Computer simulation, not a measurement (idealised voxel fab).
process module | voxel released beams
cross-section cut | 200 nm wide | cells 5 nm
A cross-section is a grid of square cells, given in bands from the top down. A band is one or more rows of cells.
Each band's line starts with the height of the band's top and of its bottom, in nm. Then come its materials from left to right, each with its width in nm. One material with "throughout" fills the band from edge to edge. "air" is empty space.
Height 0 is the level under which the wafer as received is all one material. The lowest band goes on downwards, as in "0 down".
A width such as "30 to 40" changes by the same amount from each row of cells to the next, from the band's top row to its bottom row.
"no change" after a step means that no cell of the cross-section changed.
closed voids: empty space of 8 cells or more with no open way to the top, each as width x height at its distance from the left edge, in nm
after a step's settings: what the simulator itself notes on the step
overlay nm, on a step with a mask: how far to the right of its planned place the mask lay; to the left if negative
plan
1 op RECEIVE | material Si
2 op CONFORMAL_DEP | material SiN | thk nm 10
3 op DIRECTIONAL_DEP | material SiO2 | thk nm 20
4 op MASKED_ETCH | tone open | mask id ANCHOR | width nm 30 | etch materials SiO2 | depth nm 20 | overlay nm 0
5 op CONFORMAL_DEP | material TiN | thk nm 10
6 op DIRECTIONAL_DEP | material aC | thk nm 15
7 op PATTERN | tone cover | mask id BEAM | material resist | width nm 100 | thk nm 30 | overlay nm 0
8 op DIRECTIONAL_ETCH | etch materials aC | depth nm 15
9 op STRIP | etch materials resist
10 op DIRECTIONAL_ETCH | etch materials TiN | depth nm 10
11 op STRIP | etch materials aC
12 op STRIP | etch materials SiO2
first wafer, as planned
as received, after step 1
  0 down: Si throughout
  closed voids: none
after step 2
  10 to 0: SiN throughout
  below 0: unchanged
after step 3
  30 to 10: SiO2 throughout
  below 10: unchanged
after step 4
  30 to 10: SiO2 50 | air 30 | SiO2 120
  below 10: unchanged
after step 5
  40 to 30: TiN 60 | air 10 | TiN 130
  30 to 20: SiO2 50 | TiN 10 | air 10 | TiN 10 | SiO2 120
  20 to 10: SiO2 50 | TiN 30 | SiO2 120
  below 10: unchanged
after step 6
  55 to 40: aC 60 | air 10 | aC 130
  40 to 35: TiN 60 | air 10 | TiN 130
  35 to 30: TiN 60 | aC 10 | TiN 130
  30 to 20: SiO2 50 | TiN 10 | aC 10 | TiN 10 | SiO2 120
  below 20: unchanged
after step 7
  85 to 55: air 45 | resist 100 | air 55
  55 to 40: aC 60 | resist 10 | aC 130
  40 to 35: TiN 60 | resist 10 | TiN 130
  below 35: unchanged
after step 8
  70 to 55: air 45 | resist 100 | air 55
  55 to 40: air 45 | aC 15 | resist 10 | aC 75 | air 55
  below 40: unchanged
after step 9
  55 to 40: air 45 | aC 15 | air 10 | aC 75 | air 55
  40 to 35: TiN 60 | air 10 | TiN 130
  below 35: unchanged
after step 10
  55 to 40: air 45 | aC 15 | air 10 | aC 75 | air 55
  40 to 35: air 45 | TiN 15 | air 10 | TiN 75 | air 55
  35 to 30: air 45 | TiN 15 | aC 10 | TiN 75 | air 55
  below 30: unchanged
after step 11
  40 to 30: air 45 | TiN 15 | air 10 | TiN 75 | air 55
  30 to 20: SiO2 50 | TiN 10 | air 10 | TiN 10 | SiO2 120
  below 20: unchanged
after step 12
  40 to 30: air 45 | TiN 15 | air 10 | TiN 75 | air 55
  30 to 20: air 50 | TiN 10 | air 10 | TiN 10 | air 120
  20 to 10: air 50 | TiN 30 | air 120
  below 10: unchanged
second wafer: like start, like plan, one mistake. Through step 6 it matches the first wafer
when step 7 should have ended
  85 to 55: air 45 | resist 105 | air 50
  55 to 40: aC 60 | resist 10 | aC 130
  40 to 35: TiN 60 | resist 10 | TiN 130
  below 35: unchanged
when step 8 should have ended
  70 to 55: air 45 | resist 105 | air 50
  55 to 40: air 45 | aC 15 | resist 10 | aC 80 | air 50
  below 40: unchanged
when step 9 should have ended
  55 to 40: air 45 | aC 15 | air 10 | aC 80 | air 50
  40 to 35: TiN 60 | air 10 | TiN 130
  below 35: unchanged
when step 10 should have ended
  55 to 40: air 45 | aC 15 | air 10 | aC 80 | air 50
  40 to 35: air 45 | TiN 15 | air 10 | TiN 80 | air 50
  35 to 30: air 45 | TiN 15 | aC 10 | TiN 80 | air 50
  below 30: unchanged
when step 11 should have ended
  40 to 30: air 45 | TiN 15 | air 10 | TiN 80 | air 50
  30 to 20: SiO2 50 | TiN 10 | air 10 | TiN 10 | SiO2 120
  below 20: unchanged
when step 12 should have ended
  40 to 30: air 45 | TiN 15 | air 10 | TiN 80 | air 50
  30 to 20: air 50 | TiN 10 | air 10 | TiN 10 | air 120
  20 to 10: air 50 | TiN 30 | air 120
  below 10: unchanged
what went wrong: step 7 ran as: op PATTERN | tone cover | mask id BEAM | material resist | width nm 105 | thk nm 30 | overlay nm 0
at the end the second wafer has, in cells: 2 more of TiN
